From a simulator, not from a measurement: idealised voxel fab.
Title: Process Module voxel capacitor over wiring
200 nm wide, 5 nm square cells: that's cross-section cut.
In this document a cross-section is written as a grid of square cells. It is given as a series of bands, listed from the top down, and a band is one or more rows of cells. A band entry consists of two parts. The first gives the height of the band's top and the height of its bottom, in nm. The rest lists the band's materials from left to right, each with its width in nm. A single material labelled with the word "all across" fills the band from edge to edge, and the word "blank" marks empty space. Where do heights start? At 0: under that level the wafer as delivered is made of one material only. And the lowest band has no floor; it just carries on downward, as in "0 nm and below". Width "30->40": first value at the band's top row of cells, second value at its bottom row, equal change from row to row. The cross-section has no changed cell in any step marked "no modifications". If an empty space has no open way to the top and is at least 8 cells in size, "Voids, sealed" lists it, written width x height at distance, where distance is measured from the left edge and every value is in nm. What comes after the settings on a step's line is commentary from the simulator itself on that step. The setting "overlay nm" may be written on the line of a step. When the step uses a mask, the value reports how far to the right of the planned place the mask lay, and a negative value reports that it lay to the left.
The process steps that were planned are listed below:
step 1: RECEIVE: material Si
step 2: CONFORMAL_DEP: material SiO2, thk nm 15
step 3: CONFORMAL_DEP: material SiCN, thk nm 5
step 4: DIRECTIONAL_DEP: material SiO2, thk nm 20
step 5: DIRECTIONAL_DEP: material aC, thk nm 15
step 6: PATTERN: tone open, mask id METAL_1, material resist, width nm 25, pitch nm 90, thk nm 35, overlay nm 0
step 7: DIRECTIONAL_ETCH: etch materials aC, depth nm 15
step 8: STRIP: etch materials resist
step 9: DIRECTIONAL_ETCH: etch materials SiO2, depth nm 20
step 10: DIRECTIONAL_ETCH: etch materials SiCN, depth nm 5
step 11: STRIP: etch materials aC
step 12: CONFORMAL_DEP: material TiN, thk nm 5
step 13: FILL_DEP: material Cu, thk nm 10
step 14: CMP: height nm 40
step 15: EPI: material Ru, thk nm 5
step 16: FILL_DEP: material SiCN, thk nm 5
step 17: DIRECTIONAL_DEP: material lowk, thk nm 10
step 18: PATTERN: tone open, mask id PLUG_1, material resist, width nm 15, thk nm 20, overlay nm 0
step 19: DIRECTIONAL_ETCH: etch materials lowk, depth nm 10
step 20: DIRECTIONAL_ETCH: etch materials SiCN, depth nm 5
step 21: STRIP: etch materials resist
step 22: EPI: material Ru, thk nm 10
step 23: EPI: material Ru, thk nm 5
step 24: DIRECTIONAL_DEP: material TiN, thk nm 10
step 25: DIRECTIONAL_DEP: material HfO2, thk nm 5
step 26: DIRECTIONAL_DEP: material TiN, thk nm 5
step 27: DIRECTIONAL_DEP: material aC, thk nm 10
step 28: PATTERN: tone cover, mask id UPPER_PLATE, material resist, width nm 70, thk nm 25, overlay nm 0
step 29: DIRECTIONAL_ETCH: etch materials aC, depth nm 10
step 30: STRIP: etch materials resist
step 31: DIRECTIONAL_ETCH: etch materials TiN, depth nm 5
step 32: DIRECTIONAL_ETCH: etch materials HfO2, depth nm 5
step 33: STRIP: etch materials aC
step 34: PATTERN: tone cover, mask id LOWER_PLATE, material resist, width nm 80, thk nm 15, overlay nm 0
step 35: DIRECTIONAL_ETCH: etch materials TiN, depth nm 10
step 36: STRIP: etch materials resist
step 37: FILL_DEP: material SiO2, thk nm 20
step 38: CMP: height nm 95
step 39: DIRECTIONAL_DEP: material aC, thk nm 15
step 40: PATTERN: tone open, mask id PLUG_2, material resist, width nm 15, thk nm 30, overlay nm 0
step 41: DIRECTIONAL_ETCH: etch materials aC, depth nm 15
step 42: STRIP: etch materials resist
step 43: DIRECTIONAL_ETCH: etch materials SiO2, depth nm 15
step 44: STRIP: etch materials aC
step 45: CONFORMAL_DEP: material TiN, thk nm 5
step 46: FILL_DEP: material Ru, thk nm 5
step 47: CMP: height nm 95
step 48: CONFORMAL_DEP: material SiCN, thk nm 5
The first of the two wafers, which ran as planned:
This is the cross-section of the wafer as we received it, i.e. after step 1:
    0 nm and below: Si all across
    Voids, sealed: none
Cross-section through the wafer, step 2 finished:
    15 nm to 0 nm: SiO2 all across
    Under the height 0 nothing was changed.
Cross-section through the wafer, step 3 finished:
    20 nm to 15 nm: SiCN all across
    Under the height 15 nothing was changed.
Cross-section through the wafer, step 4 finished:
    40 nm to 20 nm: SiO2 all across
    Under the height 20 nothing was changed.
Cross-section through the wafer, step 5 finished:
    55 nm to 40 nm: aC all across
    Under the height 40 nothing was changed.
Cross-section through the wafer, step 6 finished:
    90 nm to 55 nm: resist (40), blank (25), resist (65), blank (25), resist (45)
    Under the height 55 nothing was changed.
Cross-section through the wafer, step 7 finished:
    75 nm to 55 nm: resist (40), blank (25), resist (65), blank (25), resist (45)
    55 nm to 40 nm: aC (40), blank (25), aC (65), blank (25), aC (45)
    Under the height 40 nothing was changed.
Cross-section through the wafer, step 8 finished:
    55 nm to 40 nm: aC (40), blank (25), aC (65), blank (25), aC (45)
    Under the height 40 nothing was changed.
Cross-section through the wafer, step 9 finished:
    55 nm to 40 nm: aC (40), blank (25), aC (65), blank (25), aC (45)
    40 nm to 20 nm: SiO2 (40), blank (25), SiO2 (65), blank (25), SiO2 (45)
    Under the height 20 nothing was changed.
Cross-section through the wafer, step 10 finished:
    55 nm to 40 nm: aC (40), blank (25), aC (65), blank (25), aC (45)
    40 nm to 20 nm: SiO2 (40), blank (25), SiO2 (65), blank (25), SiO2 (45)
    20 nm to 15 nm: SiCN (40), blank (25), SiCN (65), blank (25), SiCN (45)
    Under the height 15 nothing was changed.
Cross-section through the wafer, step 11 finished:
    40 nm to 20 nm: SiO2 (40), blank (25), SiO2 (65), blank (25), SiO2 (45)
    Under the height 20 nothing was changed.
Cross-section through the wafer, step 12 finished:
    45 nm to 40 nm: TiN (45), blank (15), TiN (75), blank (15), TiN (50)
    40 nm to 20 nm: SiO2 (40), TiN (5), blank (15), TiN (5), SiO2 (65), TiN (5), blank (15), TiN (5), SiO2 (45)
    20 nm to 15 nm: SiCN (40), TiN (25), SiCN (65), TiN (25), SiCN (45)
    Under the height 15 nothing was changed.
Cross-section through the wafer, step 13 finished:
    55 nm to 45 nm: Cu all across
    45 nm to 40 nm: TiN (45), Cu (15), TiN (75), Cu (15), TiN (50)
    40 nm to 20 nm: SiO2 (40), TiN (5), Cu (15), TiN (5), SiO2 (65), TiN (5), Cu (15), TiN (5), SiO2 (45)
    Under the height 20 nothing was changed.
Cross-section through the wafer, step 14 finished:
    40 nm to 20 nm: SiO2 (40), TiN (5), Cu (15), TiN (5), SiO2 (65), TiN (5), Cu (15), TiN (5), SiO2 (45)
    Under the height 20 nothing was changed.
Cross-section through the wafer, step 15 finished:
    45 nm to 40 nm: blank (35), Ru (35), blank (55), Ru (35), blank (40)
    Under the height 40 nothing was changed.
Cross-section through the wafer, step 16 finished:
    50 nm to 45 nm: SiCN all across
    45 nm to 40 nm: SiCN (35), Ru (35), SiCN (55), Ru (35), SiCN (40)
    Under the height 40 nothing was changed.
Cross-section through the wafer, step 17 finished:
    60 nm to 50 nm: lowk all across
    Under the height 50 nothing was changed.
Cross-section through the wafer, step 18 finished:
    80 nm to 60 nm: resist (50), blank (15), resist (135)
    Under the height 60 nothing was changed.
Cross-section through the wafer, step 19 finished:
    80 nm to 60 nm: resist (50), blank (15), resist (135)
    60 nm to 50 nm: lowk (50), blank (15), lowk (135)
    Under the height 50 nothing was changed.
Cross-section through the wafer, step 20 finished:
    80 nm to 60 nm: resist (50), blank (15), resist (135)
    60 nm to 50 nm: lowk (50), blank (15), lowk (135)
    50 nm to 45 nm: SiCN (50), blank (15), SiCN (135)
    Under the height 45 nothing was changed.
Cross-section through the wafer, step 21 finished:
    60 nm to 50 nm: lowk (50), blank (15), lowk (135)
    Under the height 50 nothing was changed.
Cross-section through the wafer, step 22 finished:
    60 nm to 55 nm: lowk (50), blank (15), lowk (135)
    55 nm to 50 nm: lowk (50), Ru (15), lowk (135)
    50 nm to 45 nm: SiCN (50), Ru (15), SiCN (135)
    Under the height 45 nothing was changed.
Cross-section through the wafer, step 23 finished:
    60 nm to 50 nm: lowk (50), Ru (15), lowk (135)
    Under the height 50 nothing was changed.
Cross-section through the wafer, step 24 finished:
    70 nm to 60 nm: TiN all across
    Under the height 60 nothing was changed.
Cross-section through the wafer, step 25 finished:
    75 nm to 70 nm: HfO2 all across
    Under the height 70 nothing was changed.
Cross-section through the wafer, step 26 finished:
    80 nm to 75 nm: TiN all across
    Under the height 75 nothing was changed.
Cross-section through the wafer, step 27 finished:
    90 nm to 80 nm: aC all across
    Under the height 80 nothing was changed.
Cross-section through the wafer, step 28 finished:
    115 nm to 90 nm: blank (50), resist (70), blank (80)
    Under the height 90 nothing was changed.
Cross-section through the wafer, step 29 finished:
    105 nm to 90 nm: blank (50), resist (70), blank (80)
    90 nm to 80 nm: blank (50), aC (70), blank (80)
    Under the height 80 nothing was changed.
Cross-section through the wafer, step 30 finished:
    90 nm to 80 nm: blank (50), aC (70), blank (80)
    Under the height 80 nothing was changed.
Cross-section through the wafer, step 31 finished:
    90 nm to 80 nm: blank (50), aC (70), blank (80)
    80 nm to 75 nm: blank (50), TiN (70), blank (80)
    Under the height 75 nothing was changed.
Cross-section through the wafer, step 32 finished:
    90 nm to 80 nm: blank (50), aC (70), blank (80)
    80 nm to 75 nm: blank (50), TiN (70), blank (80)
    75 nm to 70 nm: blank (50), HfO2 (70), blank (80)
    Under the height 70 nothing was changed.
Cross-section through the wafer, step 33 finished:
    80 nm to 75 nm: blank (50), TiN (70), blank (80)
    Under the height 75 nothing was changed.
Cross-section through the wafer, step 34 finished:
    95 nm to 80 nm: blank (45), resist (80), blank (75)
    80 nm to 75 nm: blank (45), resist (5), TiN (70), resist (5), blank (75)
    75 nm to 70 nm: blank (45), resist (5), HfO2 (70), resist (5), blank (75)
    Under the height 70 nothing was changed.
Cross-section through the wafer, step 35 finished:
    95 nm to 80 nm: blank (45), resist (80), blank (75)
    80 nm to 75 nm: blank (45), resist (5), TiN (70), resist (5), blank (75)
    75 nm to 70 nm: blank (45), resist (5), HfO2 (70), resist (5), blank (75)
    70 nm to 60 nm: blank (45), TiN (80), blank (75)
    Under the height 60 nothing was changed.
Cross-section through the wafer, step 36 finished:
    80 nm to 75 nm: blank (50), TiN (70), blank (80)
    75 nm to 70 nm: blank (50), HfO2 (70), blank (80)
    Under the height 70 nothing was changed.
Cross-section through the wafer, step 37 finished:
    100 nm to 80 nm: SiO2 all across
    80 nm to 75 nm: SiO2 (50), TiN (70), SiO2 (80)
    75 nm to 70 nm: SiO2 (50), HfO2 (70), SiO2 (80)
    70 nm to 60 nm: SiO2 (45), TiN (80), SiO2 (75)
    Under the height 60 nothing was changed.
Cross-section through the wafer, step 38 finished:
    95 nm to 80 nm: SiO2 all across
    Under the height 80 nothing was changed.
Cross-section through the wafer, step 39 finished:
    110 nm to 95 nm: aC all across
    Under the height 95 nothing was changed.
Cross-section through the wafer, step 40 finished:
    140 nm to 110 nm: resist (60), blank (15), resist (125)
    Under the height 110 nothing was changed.
Cross-section through the wafer, step 41 finished:
    125 nm to 110 nm: resist (60), blank (15), resist (125)
    110 nm to 95 nm: aC (60), blank (15), aC (125)
    Under the height 95 nothing was changed.
Cross-section through the wafer, step 42 finished:
    110 nm to 95 nm: aC (60), blank (15), aC (125)
    Under the height 95 nothing was changed.
Cross-section through the wafer, step 43 finished:
    110 nm to 95 nm: aC (60), blank (15), aC (125)
    95 nm to 80 nm: SiO2 (60), blank (15), SiO2 (125)
    Under the height 80 nothing was changed.
Cross-section through the wafer, step 44 finished:
    95 nm to 80 nm: SiO2 (60), blank (15), SiO2 (125)
    Under the height 80 nothing was changed.
Cross-section through the wafer, step 45 finished:
    100 nm to 95 nm: TiN (65), blank (5), TiN (130)
    95 nm to 85 nm: SiO2 (60), TiN (5), blank (5), TiN (5), SiO2 (125)
    85 nm to 75 nm: SiO2 (60->50), TiN (15->70), SiO2 (125->80)
    Under the height 75 nothing was changed.
Cross-section through the wafer, step 46 finished:
    105 nm to 100 nm: Ru all across
    100 nm to 95 nm: TiN (65), Ru (5), TiN (130)
    95 nm to 85 nm: SiO2 (60), TiN (5), Ru (5), TiN (5), SiO2 (125)
    Under the height 85 nothing was changed.
Cross-section through the wafer, step 47 finished:
    95 nm to 85 nm: SiO2 (60), TiN (5), Ru (5), TiN (5), SiO2 (125)
    Under the height 85 nothing was changed.
Cross-section through the wafer, step 48 finished:
    100 nm to 95 nm: SiCN all across
    Under the height 95 nothing was changed.
Second of two: same start, same plan, one run error; steps up to and including 17 match the first:
Second wafer, cross-section, planned end of step 18:
    80 nm to 60 nm: blank (50), resist (15), blank (135)
    Under the height 60 nothing was changed.
Second wafer, cross-section, planned end of step 19:
    80 nm to 60 nm: blank (50), resist (15), blank (135)
    60 nm to 50 nm: blank (50), lowk (15), blank (135)
    Under the height 50 nothing was changed.
Second wafer, cross-section, planned end of step 20:
    80 nm to 60 nm: blank (50), resist (15), blank (135)
    60 nm to 50 nm: blank (50), lowk (15), blank (135)
    50 nm to 45 nm: blank (50), SiCN (15), blank (135)
    Under the height 45 nothing was changed.
Second wafer, cross-section, planned end of step 21:
    60 nm to 50 nm: blank (50), lowk (15), blank (135)
    Under the height 50 nothing was changed.
Second wafer, cross-section, planned end of step 22:
    60 nm to 55 nm: blank (50), lowk (15), blank (135)
    55 nm to 50 nm: blank (25), Ru (25), lowk (15), Ru (15), blank (35), Ru (55), blank (30)
    50 nm to 45 nm: blank (25), Ru (25), SiCN (15), Ru (15), blank (35), Ru (55), blank (30)
    Under the height 45 nothing was changed.
Second wafer, cross-section, planned end of step 23:
    60 nm to 50 nm: blank (20), Ru (30), lowk (15), Ru (20), blank (25), Ru (65), blank (25)
    50 nm to 45 nm: blank (20), Ru (30), SiCN (15), Ru (20), blank (25), Ru (65), blank (25)
    Under the height 45 nothing was changed.
Second wafer, cross-section, planned end of step 24:
    70 nm to 60 nm: blank (20), TiN (65), blank (25), TiN (65), blank (25)
    60 nm to 55 nm: blank (20), Ru (30), lowk (15), Ru (20), blank (25), Ru (65), blank (25)
    55 nm to 50 nm: TiN (20), Ru (30), lowk (15), Ru (20), TiN (25), Ru (65), TiN (25)
    50 nm to 45 nm: TiN (20), Ru (30), SiCN (15), Ru (20), TiN (25), Ru (65), TiN (25)
    Under the height 45 nothing was changed.
Second wafer, cross-section, planned end of step 25:
    75 nm to 70 nm: blank (20), HfO2 (65), blank (25), HfO2 (65), blank (25)
    70 nm to 60 nm: blank (20), TiN (65), blank (25), TiN (65), blank (25)
    60 nm to 55 nm: HfO2 (20), Ru (30), lowk (15), Ru (20), HfO2 (25), Ru (65), HfO2 (25)
    Under the height 55 nothing was changed.
Second wafer, cross-section, planned end of step 26:
    80 nm to 75 nm: blank (20), TiN (65), blank (25), TiN (65), blank (25)
    75 nm to 70 nm: blank (20), HfO2 (65), blank (25), HfO2 (65), blank (25)
    70 nm to 65 nm: blank (20), TiN (65), blank (25), TiN (65), blank (25)
    65 nm to 60 nm: TiN all across
    Under the height 60 nothing was changed.
Second wafer, cross-section, planned end of step 27:
    90 nm to 80 nm: blank (20), aC (65), blank (25), aC (65), blank (25)
    80 nm to 75 nm: blank (20), TiN (65), blank (25), TiN (65), blank (25)
    75 nm to 70 nm: aC (20), HfO2 (65), aC (25), HfO2 (65), aC (25)
    70 nm to 65 nm: aC (20), TiN (65), aC (25), TiN (65), aC (25)
    Under the height 65 nothing was changed.
Second wafer, cross-section, planned end of step 28:
    115 nm to 90 nm: blank (50), resist (70), blank (80)
    90 nm to 80 nm: blank (20), aC (65), resist (25), aC (65), blank (25)
    80 nm to 75 nm: blank (20), TiN (65), resist (25), TiN (65), blank (25)
    Under the height 75 nothing was changed.
Second wafer, cross-section, planned end of step 29:
    105 nm to 90 nm: blank (50), resist (70), blank (80)
    90 nm to 80 nm: blank (50), aC (35), resist (25), aC (10), blank (80)
    80 nm to 75 nm: blank (20), TiN (65), resist (25), TiN (65), blank (25)
    75 nm to 70 nm: blank (20), HfO2 (65), aC (25), HfO2 (65), blank (25)
    70 nm to 65 nm: blank (20), TiN (65), aC (25), TiN (65), blank (25)
    Under the height 65 nothing was changed.
Second wafer, cross-section, planned end of step 30:
    90 nm to 80 nm: blank (50), aC (35), blank (25), aC (10), blank (80)
    80 nm to 75 nm: blank (20), TiN (65), blank (25), TiN (65), blank (25)
    Under the height 75 nothing was changed.
Second wafer, cross-section, planned end of step 31:
    90 nm to 80 nm: blank (50), aC (35), blank (25), aC (10), blank (80)
    80 nm to 75 nm: blank (50), TiN (35), blank (25), TiN (10), blank (80)
    75 nm to 70 nm: blank (20), HfO2 (65), aC (25), HfO2 (65), blank (25)
    70 nm to 65 nm: blank (20), TiN (65), aC (25), TiN (65), blank (25)
    65 nm to 60 nm: blank (20), TiN (155), blank (25)
    Under the height 60 nothing was changed.
Second wafer, cross-section, planned end of step 32:
    90 nm to 80 nm: blank (50), aC (35), blank (25), aC (10), blank (80)
    80 nm to 75 nm: blank (50), TiN (35), blank (25), TiN (10), blank (80)
    75 nm to 70 nm: blank (50), HfO2 (35), aC (25), HfO2 (10), blank (80)
    70 nm to 65 nm: blank (20), TiN (65), aC (25), TiN (65), blank (25)
    65 nm to 60 nm: blank (20), TiN (155), blank (25)
    60 nm to 55 nm: blank (20), Ru (30), lowk (15), Ru (20), HfO2 (25), Ru (65), blank (25)
    Under the height 55 nothing was changed.
Second wafer, cross-section, planned end of step 33:
    80 nm to 75 nm: blank (50), TiN (35), blank (25), TiN (10), blank (80)
    75 nm to 70 nm: blank (50), HfO2 (35), blank (25), HfO2 (10), blank (80)
    70 nm to 65 nm: blank (20), TiN (65), blank (25), TiN (65), blank (25)
    Under the height 65 nothing was changed.
Second wafer, cross-section, planned end of step 34:
    95 nm to 80 nm: blank (45), resist (80), blank (75)
    80 nm to 75 nm: blank (45), resist (5), TiN (35), resist (25), TiN (10), resist (5), blank (75)
    75 nm to 70 nm: blank (45), resist (5), HfO2 (35), resist (25), HfO2 (10), resist (5), blank (75)
    70 nm to 65 nm: blank (20), TiN (65), resist (25), TiN (65), blank (25)
    Under the height 65 nothing was changed.
Second wafer, cross-section, planned end of step 35:
    95 nm to 80 nm: blank (45), resist (80), blank (75)
    80 nm to 75 nm: blank (45), resist (5), TiN (35), resist (25), TiN (10), resist (5), blank (75)
    75 nm to 70 nm: blank (45), resist (5), HfO2 (35), resist (25), HfO2 (10), resist (5), blank (75)
    70 nm to 65 nm: blank (45), TiN (40), resist (25), TiN (15), blank (75)
    65 nm to 60 nm: blank (45), TiN (80), blank (75)
    60 nm to 55 nm: blank (20), Ru (30), lowk (15), Ru (20), HfO2 (25), Ru (65), blank (25)
    55 nm to 50 nm: blank (20), Ru (30), lowk (15), Ru (20), TiN (25), Ru (65), blank (25)
    50 nm to 45 nm: blank (20), Ru (30), SiCN (15), Ru (20), TiN (25), Ru (65), blank (25)
    Under the height 45 nothing was changed.
Second wafer, cross-section, planned end of step 36:
    80 nm to 75 nm: blank (50), TiN (35), blank (25), TiN (10), blank (80)
    75 nm to 70 nm: blank (50), HfO2 (35), blank (25), HfO2 (10), blank (80)
    70 nm to 65 nm: blank (45), TiN (40), blank (25), TiN (15), blank (75)
    Under the height 65 nothing was changed.
Second wafer, cross-section, planned end of step 37:
    100 nm to 80 nm: SiO2 all across
    80 nm to 75 nm: SiO2 (50), TiN (35), SiO2 (25), TiN (10), SiO2 (80)
    75 nm to 70 nm: SiO2 (50), HfO2 (35), SiO2 (25), HfO2 (10), SiO2 (80)
    70 nm to 65 nm: SiO2 (45), TiN (40), SiO2 (25), TiN (15), SiO2 (75)
    65 nm to 60 nm: SiO2 (45), TiN (80), SiO2 (75)
    60 nm to 55 nm: SiO2 (20), Ru (30), lowk (15), Ru (20), HfO2 (25), Ru (65), SiO2 (25)
    55 nm to 50 nm: SiO2 (20), Ru (30), lowk (15), Ru (20), TiN (25), Ru (65), SiO2 (25)
    50 nm to 45 nm: SiO2 (20), Ru (30), SiCN (15), Ru (20), TiN (25), Ru (65), SiO2 (25)
    Under the height 45 nothing was changed.
Second wafer, cross-section, planned end of step 38:
    95 nm to 80 nm: SiO2 all across
    Under the height 80 nothing was changed.
Second wafer, cross-section, planned end of step 39:
    110 nm to 95 nm: aC all across
    Under the height 95 nothing was changed.
Second wafer, cross-section, planned end of step 40:
    140 nm to 110 nm: resist (60), blank (15), resist (125)
    Under the height 110 nothing was changed.
Second wafer, cross-section, planned end of step 41:
    125 nm to 110 nm: resist (60), blank (15), resist (125)
    110 nm to 95 nm: aC (60), blank (15), aC (125)
    Under the height 95 nothing was changed.
Second wafer, cross-section, planned end of step 42:
    110 nm to 95 nm: aC (60), blank (15), aC (125)
    Under the height 95 nothing was changed.
Second wafer, cross-section, planned end of step 43:
    110 nm to 95 nm: aC (60), blank (15), aC (125)
    95 nm to 80 nm: SiO2 (60), blank (15), SiO2 (125)
    Under the height 80 nothing was changed.
Second wafer, cross-section, planned end of step 44:
    95 nm to 80 nm: SiO2 (60), blank (15), SiO2 (125)
    Under the height 80 nothing was changed.
Second wafer, cross-section, planned end of step 45:
    100 nm to 95 nm: TiN (65), blank (5), TiN (130)
    95 nm to 85 nm: SiO2 (60), TiN (5), blank (5), TiN (5), SiO2 (125)
    85 nm to 80 nm: SiO2 (60), TiN (15), SiO2 (125)
    Under the height 80 nothing was changed.
Second wafer, cross-section, planned end of step 46:
    105 nm to 100 nm: Ru all across
    100 nm to 95 nm: TiN (65), Ru (5), TiN (130)
    95 nm to 85 nm: SiO2 (60), TiN (5), Ru (5), TiN (5), SiO2 (125)
    Under the height 85 nothing was changed.
Second wafer, cross-section, planned end of step 47:
    95 nm to 85 nm: SiO2 (60), TiN (5), Ru (5), TiN (5), SiO2 (125)
    Under the height 85 nothing was changed.
Second wafer, cross-section, planned end of step 48:
    100 nm to 95 nm: SiCN all across
    Under the height 95 nothing was changed.
It is concluded that the wafer was processed incorrectly with respect to the plan, in that step 18 went in with a setting other than planned; the actual run was PATTERN: tone cover, mask id PLUG_1, material resist, width nm 15, thk nm 20, overlay nm 0
End check, counted in cells, second wafer has more or fewer of these materials than the first: Ru +60 | SiCN -34 | SiO2 +42 | lowk -68
